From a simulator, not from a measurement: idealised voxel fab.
Process module in this document: voxel released beams
The cross-section shown here is cut; it is 215 nm wide and divided into square cells measuring 5 nm on a side.
Cross-section = grid of square cells, listed top down in bands; band = one or more rows. Top, bottom (nm), then materials left to right with widths (nm); lone material tagged "throughout" fills the whole band edge to edge; "empty" = empty space. Counting heights begins at 0, where everything beneath is, in the wafer as received, one material. The lowest band has no bottom; it goes on downwards, as "0 -> down" shows. With a width like "30..40", each row of cells in the band differs from the next by the same amount, the top row carrying the first number and the bottom row the second. No cell of the cross-section changed in a step that is given as "no change". "Closed internal voids" means: voids of 8 cells or more that are shut off from the top with no open way through. Written width x height at distance, distance from the left edge, in nm. Where a step's line continues beyond its settings, the continuation is a remark by the simulator itself on that step. The optional step-line setting "overlay nm" applies to steps with a mask and quantifies how far to the right of its planned location the mask lay, a negative value indicating leftward placement.
plan
1 RECEIVE [material Si]
2 CONFORMAL_DEP [material SiN] [thk nm 10]
3 DIRECTIONAL_DEP [material SiO2] [thk nm 10]
4 DIRECTIONAL_DEP [material aC] [thk nm 10]
5 PATTERN [tone open] [mask id ANCHOR] [material resist] [width nm 35] [thk nm 25] [overlay nm 0]
6 DIRECTIONAL_ETCH [etch materials aC] [depth nm 10]
7 STRIP [etch materials resist]
8 DIRECTIONAL_ETCH [etch materials SiO2] [depth nm 10]
9 STRIP [etch materials aC]
10 CONFORMAL_DEP [material polySi] [thk nm 15]
11 DIRECTIONAL_DEP [material aC] [thk nm 10]
12 PATTERN [tone cover] [mask id BEAM] [material resist] [width nm 105] [thk nm 30] [overlay nm 0]
13 DIRECTIONAL_ETCH [etch materials aC] [depth nm 10]
14 STRIP [etch materials resist]
15 DIRECTIONAL_ETCH [etch materials polySi] [depth nm 15]
16 STRIP [etch materials aC]
17 STRIP [etch materials SiO2]
first wafer, as planned
As received (post step 1): cross-section
- 0 -> down  Si throughout
- Closed internal voids: none
Cross-sectional representation of the wafer at the conclusion of step 2
- 10 -> 0  SiN throughout
- Below 0 it's all the same as before, nothing changed down there.
Cross-sectional representation of the wafer at the conclusion of step 3
- 20 -> 10  SiO2 throughout
- Below 10 it's all the same as before, nothing changed down there.
Cross-sectional representation of the wafer at the conclusion of step 4
- 30 -> 20  aC throughout
- Below 20 it's all the same as before, nothing changed down there.
Cross-sectional representation of the wafer at the conclusion of step 5
- 55 -> 30  resist: 55; empty: 35; resist: 125
- Below 30 it's all the same as before, nothing changed down there.
Cross-sectional representation of the wafer at the conclusion of step 6
- 45 -> 30  resist: 55; empty: 35; resist: 125
- 30 -> 20  aC: 55; empty: 35; aC: 125
- Below 20 it's all the same as before, nothing changed down there.
Cross-sectional representation of the wafer at the conclusion of step 7
- 30 -> 20  aC: 55; empty: 35; aC: 125
- Below 20 it's all the same as before, nothing changed down there.
Cross-sectional representation of the wafer at the conclusion of step 8
- 30 -> 20  aC: 55; empty: 35; aC: 125
- 20 -> 10  SiO2: 55; empty: 35; SiO2: 125
- Below 10 it's all the same as before, nothing changed down there.
Cross-sectional representation of the wafer at the conclusion of step 9
- 20 -> 10  SiO2: 55; empty: 35; SiO2: 125
- Below 10 it's all the same as before, nothing changed down there.
Cross-sectional representation of the wafer at the conclusion of step 10
- 35 -> 25  polySi: 70; empty: 5; polySi: 140
- 25 -> 20  polySi throughout
- 20 -> 10  SiO2: 55; polySi: 35; SiO2: 125
- Below 10 it's all the same as before, nothing changed down there.
Cross-sectional representation of the wafer at the conclusion of step 11
- 45 -> 35  aC: 70; empty: 5; aC: 140
- 35 -> 25  polySi: 70; aC: 5; polySi: 140
- Below 25 it's all the same as before, nothing changed down there.
Cross-sectional representation of the wafer at the conclusion of step 12
- 75 -> 45  empty: 50; resist: 105; empty: 60
- 45 -> 35  aC: 70; resist: 5; aC: 140
- Below 35 it's all the same as before, nothing changed down there.
Cross-sectional representation of the wafer at the conclusion of step 13
- 65 -> 45  empty: 50; resist: 105; empty: 60
- 45 -> 35  empty: 50; aC: 20; resist: 5; aC: 80; empty: 60
- Below 35 it's all the same as before, nothing changed down there.
Cross-sectional representation of the wafer at the conclusion of step 14
- 45 -> 35  empty: 50; aC: 20; empty: 5; aC: 80; empty: 60
- Below 35 it's all the same as before, nothing changed down there.
Cross-sectional representation of the wafer at the conclusion of step 15
- 45 -> 35  empty: 50; aC: 20; empty: 5; aC: 80; empty: 60
- 35 -> 25  empty: 50; polySi: 20; aC: 5; polySi: 80; empty: 60
- 25 -> 20  empty: 50; polySi: 105; empty: 60
- Below 20 it's all the same as before, nothing changed down there.
Cross-sectional representation of the wafer at the conclusion of step 16
- 35 -> 25  empty: 50; polySi: 20; empty: 5; polySi: 80; empty: 60
- Below 25 it's all the same as before, nothing changed down there.
Cross-sectional representation of the wafer at the conclusion of step 17
- 35 -> 25  empty: 50; polySi: 20; empty: 5; polySi: 80; empty: 60
- 25 -> 20  empty: 50; polySi: 105; empty: 60
- 20 -> 10  empty: 55; polySi: 35; empty: 125
- Below 10 it's all the same as before, nothing changed down there.
Second Wafer (Identical Start and Plan, One Processing Error; Matches First Wafer Through Step 9)
Second wafer, cross-section, planned end of step 10
- 30 -> 20  polySi: 65; empty: 15; polySi: 135
- 20 -> 10  SiO2: 55; polySi: 35; SiO2: 125
- Below 10 it's all the same as before, nothing changed down there.
Second wafer, cross-section, planned end of step 11
- 40 -> 30  aC: 65; empty: 15; aC: 135
- 30 -> 20  polySi: 65; aC: 15; polySi: 135
- Below 20 it's all the same as before, nothing changed down there.
Second wafer, cross-section, planned end of step 12
- 70 -> 40  empty: 50; resist: 105; empty: 60
- 40 -> 30  aC: 65; resist: 15; aC: 135
- Below 30 it's all the same as before, nothing changed down there.
Second wafer, cross-section, planned end of step 13
- 60 -> 40  empty: 50; resist: 105; empty: 60
- 40 -> 30  empty: 50; aC: 15; resist: 15; aC: 75; empty: 60
- Below 30 it's all the same as before, nothing changed down there.
Second wafer, cross-section, planned end of step 14
- 40 -> 30  empty: 50; aC: 15; empty: 15; aC: 75; empty: 60
- Below 30 it's all the same as before, nothing changed down there.
Second wafer, cross-section, planned end of step 15
- 40 -> 30  empty: 50; aC: 15; empty: 15; aC: 75; empty: 60
- 30 -> 20  empty: 50; polySi: 15; aC: 15; polySi: 75; empty: 60
- Below 20 it's all the same as before, nothing changed down there.
Second wafer, cross-section, planned end of step 16
- 30 -> 20  empty: 50; polySi: 15; empty: 15; polySi: 75; empty: 60
- Below 20 it's all the same as before, nothing changed down there.
Second wafer, cross-section, planned end of step 17
- 30 -> 20  empty: 50; polySi: 15; empty: 15; polySi: 75; empty: 60
- 20 -> 10  empty: 55; polySi: 35; empty: 125
- Below 10 it's all the same as before, nothing changed down there.
Finding, execution versus plan: step 10, actual vs plan mismatch, actual run CONFORMAL_DEP [material polySi] [thk nm 10]
FYI, end of process, the second wafer has more or fewer cells of some materials than the first: polySi: 25 fewer
